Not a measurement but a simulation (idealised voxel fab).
process module | voxel gate over fins
225 nm wide, 5 nm square cells: that's cross-section cut.
For the purposes of this document, a cross-section shall be understood as a grid of square cells, specified as bands listed in top-to-bottom order, each band consisting of one or more rows of cells. Top height, bottom height, nm. Materials left to right, width each, nm. Single material + "edge to edge" = fills band edge to edge. "air" = empty. Height is counted from the level 0, under which the received wafer is composed throughout of one material. The lowest of the bands is not closed at the bottom but continues downward, in the notation "0 -> down". A two-number width, for instance "30 to 40", indicates that the width is equal to the first number in the top row of the band and to the second number in the bottom row, and that it changes by a constant amount per row of cells. "same as before" -> step changed no cross-section cell. The list in "Sealed internal cavities" covers empty spaces of 8 cells or more that cannot reach the top through any open way, and it gives each as width x height at distance; the distance is from the left edge, and width, height and distance are in nm. Past the settings on a step's line: simulator remark, on that step. If you see "overlay nm" on a step's line and that step has a mask, it's telling you how far right of where it was planned the mask ended up; a negative number means it went left instead.

**The planned process steps are enumerated hereunder**
1: RECEIVE [material Si]
2: CONFORMAL_DEP [material SiN] [thk nm 10]
3: DIRECTIONAL_DEP [material aC] [thk nm 15]
4: PATTERN [tone cover] [mask id FINS] [material resist] [width nm 15] [pitch nm 55] [thk nm 35] [overlay nm 0]
5: DIRECTIONAL_ETCH [etch materials aC] [depth nm 15]
6: STRIP [etch materials resist]
7: DIRECTIONAL_ETCH [etch materials SiN] [depth nm 10]
8: DIRECTIONAL_ETCH [etch materials Si] [depth nm 40]
9: STRIP [etch materials aC]
10: OXIDIZE [depth nm 5]
11: FILL_DEP [material SiO2] [thk nm 5]
12: CMP [height nm 10]
13: DIRECTIONAL_DEP [material aC] [thk nm 10]
14: PATTERN [tone open] [mask id RAIL] [material resist] [width nm 15] [thk nm 30] [overlay nm 0]
15: DIRECTIONAL_ETCH [etch materials aC] [depth nm 10]
16: STRIP [etch materials resist]
17: DIRECTIONAL_ETCH [etch materials SiO2] [depth nm 45]
18: STRIP [etch materials aC]
19: CONFORMAL_DEP [material TiN] [thk nm 5]
20: FILL_DEP [material Ru] [thk nm 10]
21: CMP [height nm 10]
22: SELECTIVE_ETCH [etch materials W Ru TiN] [depth nm 30]
23: FILL_DEP [material SiO2] [thk nm 5]
24: CMP [height nm 10]
25: SELECTIVE_ETCH [etch materials SiO2] [depth nm 25]
26: STRIP [etch materials SiN]
27: CONFORMAL_DEP [material HfO2] [thk nm 5]
28: CONFORMAL_DEP [material TiN] [thk nm 5]
29: CONFORMAL_DEP [material TiAl] [thk nm 5]
30: CONFORMAL_DEP [material TiN] [thk nm 5]
31: FILL_DEP [material W] [thk nm 10]
32: CMP [height nm 25]
33: CONFORMAL_DEP [material SiCN] [thk nm 10]

**First out of two wafers; run went to plan**

**Wafer cross-section on receipt, i.e. after step 1**
    0 -> down: Si edge to edge
    Sealed internal cavities: none

**Step 2 done - wafer cross-section**
    10 -> 0: SiN edge to edge
    below 0: unchanged

**Step 3 done - wafer cross-section**
    25 -> 10: aC edge to edge
    below 10: unchanged

**Step 4 done - wafer cross-section**
    60 -> 25: air: 75, resist: 15, air: 40, resist: 15, air: 80
    below 25: unchanged

**Step 5 done - wafer cross-section**
    45 -> 25: air: 75, resist: 15, air: 40, resist: 15, air: 80
    25 -> 10: air: 75, aC: 15, air: 40, aC: 15, air: 80
    below 10: unchanged

**Step 6 done - wafer cross-section**
    25 -> 10: air: 75, aC: 15, air: 40, aC: 15, air: 80
    below 10: unchanged

**Step 7 done - wafer cross-section**
    25 -> 10: air: 75, aC: 15, air: 40, aC: 15, air: 80
    10 -> 0: air: 75, SiN: 15, air: 40, SiN: 15, air: 80
    below 0: unchanged

**Step 8 done - wafer cross-section**
    25 -> 10: air: 75, aC: 15, air: 40, aC: 15, air: 80
    10 -> 0: air: 75, SiN: 15, air: 40, SiN: 15, air: 80
    0 -> -40: air: 75, Si: 15, air: 40, Si: 15, air: 80
    below -40: unchanged

**Step 9 done - wafer cross-section**
    10 -> 0: air: 75, SiN: 15, air: 40, SiN: 15, air: 80
    below 0: unchanged

**Step 10 done - wafer cross-section**
    10 -> 0: air: 75, SiN: 15, air: 40, SiN: 15, air: 80
    0 -> -40: air: 75, SiO2: 5, Si: 5, SiO2: 5, air: 40, SiO2: 5, Si: 5, SiO2: 5, air: 80
    -40 -> -45: SiO2: 80, Si: 5, SiO2: 50, Si: 5, SiO2: 85
    below -45: unchanged

**Step 11 done - wafer cross-section**
    15 -> 10: SiO2 edge to edge
    10 -> 0: SiO2: 75, SiN: 15, SiO2: 40, SiN: 15, SiO2: 80
    0 -> -45: SiO2: 80, Si: 5, SiO2: 50, Si: 5, SiO2: 85
    below -45: unchanged

**Step 12 done - wafer cross-section**
    10 -> 0: SiO2: 75, SiN: 15, SiO2: 40, SiN: 15, SiO2: 80
    below 0: unchanged

**Step 13 done - wafer cross-section**
    20 -> 10: aC edge to edge
    below 10: unchanged

**Step 14 done - wafer cross-section**
    50 -> 20: resist: 100, air: 15, resist: 110
    below 20: unchanged

**Step 15 done - wafer cross-section**
    40 -> 20: resist: 100, air: 15, resist: 110
    20 -> 10: aC: 100, air: 15, aC: 110
    below 10: unchanged

**Step 16 done - wafer cross-section**
    20 -> 10: aC: 100, air: 15, aC: 110
    below 10: unchanged

**Step 17 done - wafer cross-section**
    20 -> 10: aC: 100, air: 15, aC: 110
    10 -> 0: SiO2: 75, SiN: 15, SiO2: 10, air: 15, SiO2: 15, SiN: 15, SiO2: 80
    0 -> -35: SiO2: 80, Si: 5, SiO2: 15, air: 15, SiO2: 20, Si: 5, SiO2: 85
    below -35: unchanged

**Step 18 done - wafer cross-section**
    10 -> 0: SiO2: 75, SiN: 15, SiO2: 10, air: 15, SiO2: 15, SiN: 15, SiO2: 80
    below 0: unchanged

**Step 19 done - wafer cross-section**
    15 -> 10: TiN: 105, air: 5, TiN: 115
    10 -> 0: SiO2: 75, SiN: 15, SiO2: 10, TiN: 5, air: 5, TiN: 5, SiO2: 15, SiN: 15, SiO2: 80
    0 -> -30: SiO2: 80, Si: 5, SiO2: 15, TiN: 5, air: 5, TiN: 5, SiO2: 20, Si: 5, SiO2: 85
    -30 -> -35: SiO2: 80, Si: 5, SiO2: 15, TiN: 15, SiO2: 20, Si: 5, SiO2: 85
    below -35: unchanged

**Step 20 done - wafer cross-section**
    25 -> 15: Ru edge to edge
    15 -> 10: TiN: 105, Ru: 5, TiN: 115
    10 -> 0: SiO2: 75, SiN: 15, SiO2: 10, TiN: 5, Ru: 5, TiN: 5, SiO2: 15, SiN: 15, SiO2: 80
    0 -> -30: SiO2: 80, Si: 5, SiO2: 15, TiN: 5, Ru: 5, TiN: 5, SiO2: 20, Si: 5, SiO2: 85
    below -30: unchanged

**Step 21 done - wafer cross-section**
    10 -> 0: SiO2: 75, SiN: 15, SiO2: 10, TiN: 5, Ru: 5, TiN: 5, SiO2: 15, SiN: 15, SiO2: 80
    below 0: unchanged

**Step 22 done - wafer cross-section**
    10 -> 0: SiO2: 75, SiN: 15, SiO2: 10, air: 15, SiO2: 15, SiN: 15, SiO2: 80
    0 -> -20: SiO2: 80, Si: 5, SiO2: 15, air: 15, SiO2: 20, Si: 5, SiO2: 85
    below -20: unchanged

**Step 23 done - wafer cross-section**
    15 -> 10: SiO2 edge to edge
    10 -> 0: SiO2: 75, SiN: 15, SiO2: 40, SiN: 15, SiO2: 80
    0 -> -20: SiO2: 80, Si: 5, SiO2: 50, Si: 5, SiO2: 85
    below -20: unchanged

**Step 24 done - wafer cross-section**
    10 -> 0: SiO2: 75, SiN: 15, SiO2: 40, SiN: 15, SiO2: 80
    below 0: unchanged

**Step 25 done - wafer cross-section**
    10 -> 0: air: 75, SiN: 15, air: 40, SiN: 15, air: 80
    0 -> -15: air: 80, Si: 5, air: 50, Si: 5, air: 85
    below -15: unchanged

**Step 26 done - wafer cross-section**
    0 -> -15: air: 80, Si: 5, air: 50, Si: 5, air: 85
    below -15: unchanged

**Step 27 done - wafer cross-section**
    5 -> 0: air: 75, HfO2: 15, air: 40, HfO2: 15, air: 80
    0 -> -10: air: 75, HfO2: 5, Si: 5, HfO2: 5, air: 40, HfO2: 5, Si: 5, HfO2: 5, air: 80
    -10 -> -15: HfO2: 80, Si: 5, HfO2: 50, Si: 5, HfO2: 85
    below -15: unchanged

**Step 28 done - wafer cross-section**
    10 -> 5: air: 70, TiN: 25, air: 30, TiN: 25, air: 75
    5 -> 0: air: 70, TiN: 5, HfO2: 15, TiN: 5, air: 30, TiN: 5, HfO2: 15, TiN: 5, air: 75
    0 -> -5: air: 70, TiN: 5, HfO2: 5, Si: 5, HfO2: 5, TiN: 5, air: 30, TiN: 5, HfO2: 5, Si: 5, HfO2: 5, TiN: 5, air: 75
    -5 -> -10: TiN: 75, HfO2: 5, Si: 5, HfO2: 5, TiN: 40, HfO2: 5, Si: 5, HfO2: 5, TiN: 80
    below -10: unchanged

**Step 29 done - wafer cross-section**
    15 -> 10: air: 65, TiAl: 35, air: 20, TiAl: 35, air: 70
    10 -> 5: air: 65, TiAl: 5, TiN: 25, TiAl: 5, air: 20, TiAl: 5, TiN: 25, TiAl: 5, air: 70
    5 -> 0: air: 65, TiAl: 5, TiN: 5, HfO2: 15, TiN: 5, TiAl: 5, air: 20, TiAl: 5, TiN: 5, HfO2: 15, TiN: 5, TiAl: 5, air: 70
    0 -> -5: TiAl: 70, TiN: 5, HfO2: 5, Si: 5, HfO2: 5, TiN: 5, TiAl: 30, TiN: 5, HfO2: 5, Si: 5, HfO2: 5, TiN: 5, TiAl: 75
    below -5: unchanged

**Step 30 done - wafer cross-section**
    20 -> 15: air: 60, TiN: 45, air: 10, TiN: 45, air: 65
    15 -> 10: air: 60, TiN: 5, TiAl: 35, TiN: 5, air: 10, TiN: 5, TiAl: 35, TiN: 5, air: 65
    10 -> 5: air: 60, TiN: 5, TiAl: 5, TiN: 25, TiAl: 5, TiN: 5, air: 10, TiN: 5, TiAl: 5, TiN: 25, TiAl: 5, TiN: 5, air: 65
    5 -> 0: TiN: 65, TiAl: 5, TiN: 5, HfO2: 15, TiN: 5, TiAl: 5, TiN: 20, TiAl: 5, TiN: 5, HfO2: 15, TiN: 5, TiAl: 5, TiN: 70
    below 0: unchanged

**Step 31 done - wafer cross-section**
    30 -> 20: W edge to edge
    20 -> 15: W: 60, TiN: 45, W: 10, TiN: 45, W: 65
    15 -> 10: W: 60, TiN: 5, TiAl: 35, TiN: 5, W: 10, TiN: 5, TiAl: 35, TiN: 5, W: 65
    10 -> 5: W: 60, TiN: 5, TiAl: 5, TiN: 25, TiAl: 5, TiN: 5, W: 10, TiN: 5, TiAl: 5, TiN: 25, TiAl: 5, TiN: 5, W: 65
    below 5: unchanged

**Step 32 done - wafer cross-section**
    25 -> 20: W edge to edge
    below 20: unchanged

**Step 33 done - wafer cross-section**
    35 -> 25: SiCN edge to edge
    below 25: unchanged

**The Second Wafer: Common Origin and Plan, One Mistake in Execution, Identical to the First Through Step 27**

when step 28 should have ended: same as before

**when step 29 should have ended**
    10 -> 5: air: 70, TiAl: 25, air: 30, TiAl: 25, air: 75
    5 -> 0: air: 70, TiAl: 5, HfO2: 15, TiAl: 5, air: 30, TiAl: 5, HfO2: 15, TiAl: 5, air: 75
    0 -> -5: air: 70, TiAl: 5, HfO2: 5, Si: 5, HfO2: 5, TiAl: 5, air: 30, TiAl: 5, HfO2: 5, Si: 5, HfO2: 5, TiAl: 5, air: 75
    -5 -> -10: TiAl: 75, HfO2: 5, Si: 5, HfO2: 5, TiAl: 40, HfO2: 5, Si: 5, HfO2: 5, TiAl: 80
    below -10: unchanged

**when step 30 should have ended**
    15 -> 10: air: 65, TiN: 35, air: 20, TiN: 35, air: 70
    10 -> 5: air: 65, TiN: 5, TiAl: 25, TiN: 5, air: 20, TiN: 5, TiAl: 25, TiN: 5, air: 70
    5 -> 0: air: 65, TiN: 5, TiAl: 5, HfO2: 15, TiAl: 5, TiN: 5, air: 20, TiN: 5, TiAl: 5, HfO2: 15, TiAl: 5, TiN: 5, air: 70
    0 -> -5: TiN: 70, TiAl: 5, HfO2: 5, Si: 5, HfO2: 5, TiAl: 5, TiN: 30, TiAl: 5, HfO2: 5, Si: 5, HfO2: 5, TiAl: 5, TiN: 75
    below -5: unchanged

**when step 31 should have ended**
    25 -> 15: W edge to edge
    15 -> 10: W: 65, TiN: 35, W: 20, TiN: 35, W: 70
    10 -> 5: W: 65, TiN: 5, TiAl: 25, TiN: 5, W: 20, TiN: 5, TiAl: 25, TiN: 5, W: 70
    5 -> 0: W: 65, TiN: 5, TiAl: 5, HfO2: 15, TiAl: 5, TiN: 5, W: 20, TiN: 5, TiAl: 5, HfO2: 15, TiAl: 5, TiN: 5, W: 70
    below 0: unchanged

when step 32 should have ended: same as before

**when step 33 should have ended**
    35 -> 25: SiCN edge to edge
    below 25: unchanged
Misprocessing identified: step 28 was dropped from the plan's execution and never run
Per the end-of-run cell counts, the second wafer holds more or fewer of some materials than the first: 57 fewer of TiN, 57 more of W
